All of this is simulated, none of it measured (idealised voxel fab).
process module | voxel quadruple lines
cross-section cut | 225 nm wide | cells 5 nm
A cross-section is a grid of square cells, given in bands from the top down. A band is one or more rows of cells.
Each band's line starts with the height of the band's top and of its bottom, in nm. Then come its materials from left to right, each with its width in nm. One material with "throughout" fills the band from edge to edge. "air" is empty space.
Height 0 is the level under which the wafer as received is all one material. The lowest band goes on downwards, as in "0 down".
A width such as "30 to 40" changes by the same amount from each row of cells to the next, from the band's top row to its bottom row.
"no change" after a step means that no cell of the cross-section changed.
closed voids: empty space of 8 cells or more with no open way to the top, each as width x height at its distance from the left edge, in nm
after a step's settings: what the simulator itself notes on the step
overlay nm, on a step with a mask: how far to the right of its planned place the mask lay; to the left if negative
plan
1 op RECEIVE | material Si
2 op CONFORMAL_DEP | material SiO2 | thk nm 5
3 op DIRECTIONAL_DEP | material W | thk nm 10
4 op DIRECTIONAL_DEP | material polySi | thk nm 15
5 op DIRECTIONAL_DEP | material aC | thk nm 20
6 op PATTERN | tone cover | mask id MANDREL | material resist | width nm 20 | thk nm 30 | overlay nm 0
7 op DIRECTIONAL_ETCH | etch materials aC | depth nm 20
8 op STRIP | etch materials resist
9 op CONFORMAL_DEP | material SiO2 | thk nm 10
10 op DIRECTIONAL_ETCH | etch materials SiO2 | depth nm 10
11 op STRIP | etch materials aC
12 op DIRECTIONAL_ETCH | etch materials polySi | depth nm 15
13 op STRIP | etch materials SiO2
14 op CONFORMAL_DEP | material SiCN | thk nm 5
15 op DIRECTIONAL_ETCH | etch materials SiCN | depth nm 5
16 op STRIP | etch materials polySi
17 op DIRECTIONAL_ETCH | etch materials W | depth nm 10
18 op STRIP | etch materials SiCN
19 op FILL_DEP | material SiO2 | thk nm 10
20 op CMP | height nm 15
first wafer, as planned
as received, after step 1
  0 down: Si throughout
  closed voids: none
after step 2
  5 to 0: SiO2 throughout
  below 0: unchanged
after step 3
  15 to 5: W throughout
  below 5: unchanged
after step 4
  30 to 15: polySi throughout
  below 15: unchanged
after step 5
  50 to 30: aC throughout
  below 30: unchanged
after step 6
  80 to 50: air 100 | resist 20 | air 105
  below 50: unchanged
after step 7
  60 to 50: air 100 | resist 20 | air 105
  50 to 30: air 100 | aC 20 | air 105
  below 30: unchanged
after step 8
  50 to 30: air 100 | aC 20 | air 105
  below 30: unchanged
after step 9
  60 to 50: air 90 | SiO2 40 | air 95
  50 to 40: air 90 | SiO2 10 | aC 20 | SiO2 10 | air 95
  40 to 30: SiO2 100 | aC 20 | SiO2 105
  below 30: unchanged
after step 10
  50 to 30: air 90 | SiO2 10 | aC 20 | SiO2 10 | air 95
  below 30: unchanged
after step 11
  50 to 30: air 90 | SiO2 10 | air 20 | SiO2 10 | air 95
  below 30: unchanged
after step 12
  50 to 30: air 90 | SiO2 10 | air 20 | SiO2 10 | air 95
  30 to 15: air 90 | polySi 10 | air 20 | polySi 10 | air 95
  below 15: unchanged
after step 13
  30 to 15: air 90 | polySi 10 | air 20 | polySi 10 | air 95
  below 15: unchanged
after step 14
  35 to 30: air 85 | SiCN 20 | air 10 | SiCN 20 | air 90
  30 to 20: air 85 | SiCN 5 | polySi 10 | SiCN 5 | air 10 | SiCN 5 | polySi 10 | SiCN 5 | air 90
  20 to 15: SiCN 90 | polySi 10 | SiCN 20 | polySi 10 | SiCN 95
  below 15: unchanged
after step 15
  30 to 15: air 85 | SiCN 5 | polySi 10 | SiCN 5 | air 10 | SiCN 5 | polySi 10 | SiCN 5 | air 90
  below 15: unchanged
after step 16
  30 to 15: air 85 | SiCN 5 | air 10 | SiCN 5 | air 10 | SiCN 5 | air 10 | SiCN 5 | air 90
  below 15: unchanged
after step 17
  30 to 15: air 85 | SiCN 5 | air 10 | SiCN 5 | air 10 | SiCN 5 | air 10 | SiCN 5 | air 90
  15 to 5: air 85 | W 5 | air 10 | W 5 | air 10 | W 5 | air 10 | W 5 | air 90
  below 5: unchanged
after step 18
  15 to 5: air 85 | W 5 | air 10 | W 5 | air 10 | W 5 | air 10 | W 5 | air 90
  below 5: unchanged
after step 19
  25 to 15: SiO2 throughout
  15 to 5: SiO2 85 | W 5 | SiO2 10 | W 5 | SiO2 10 | W 5 | SiO2 10 | W 5 | SiO2 90
  below 5: unchanged
after step 20
  15 to 5: SiO2 85 | W 5 | SiO2 10 | W 5 | SiO2 10 | W 5 | SiO2 10 | W 5 | SiO2 90
  below 5: unchanged
second wafer: like start, like plan, one mistake. Through step 2 it matches the first wafer
when step 3 should have ended
  20 to 5: polySi throughout
  below 5: unchanged
when step 4 should have ended
  30 to 20: W throughout
  below 20: unchanged
when step 5 should have ended
  50 to 30: aC throughout
  below 30: unchanged
when step 6 should have ended
  80 to 50: air 100 | resist 20 | air 105
  below 50: unchanged
when step 7 should have ended
  60 to 50: air 100 | resist 20 | air 105
  50 to 30: air 100 | aC 20 | air 105
  below 30: unchanged
when step 8 should have ended
  50 to 30: air 100 | aC 20 | air 105
  below 30: unchanged
when step 9 should have ended
  60 to 50: air 90 | SiO2 40 | air 95
  50 to 40: air 90 | SiO2 10 | aC 20 | SiO2 10 | air 95
  40 to 30: SiO2 100 | aC 20 | SiO2 105
  below 30: unchanged
when step 10 should have ended
  50 to 30: air 90 | SiO2 10 | aC 20 | SiO2 10 | air 95
  below 30: unchanged
when step 11 should have ended
  50 to 30: air 90 | SiO2 10 | air 20 | SiO2 10 | air 95
  below 30: unchanged
when step 12 should have ended: no change
when step 13 should have ended
  30 to 20: W throughout
  below 20: unchanged
when step 14 should have ended
  35 to 30: SiCN throughout
  below 30: unchanged
when step 15 should have ended
  30 to 20: W throughout
  below 20: unchanged
when step 16 should have ended: no change
when step 17 should have ended
  20 to 5: polySi throughout
  below 5: unchanged
when step 18 should have ended: no change
when step 19 should have ended
  30 to 20: SiO2 throughout
  below 20: unchanged
when step 20 should have ended
  15 to 5: polySi throughout
  below 5: unchanged
what went wrong: steps 3 and 4 were swapped
at the end the second wafer has, in cells: 82 fewer of SiO2 | 8 fewer of W | 90 more of polySi
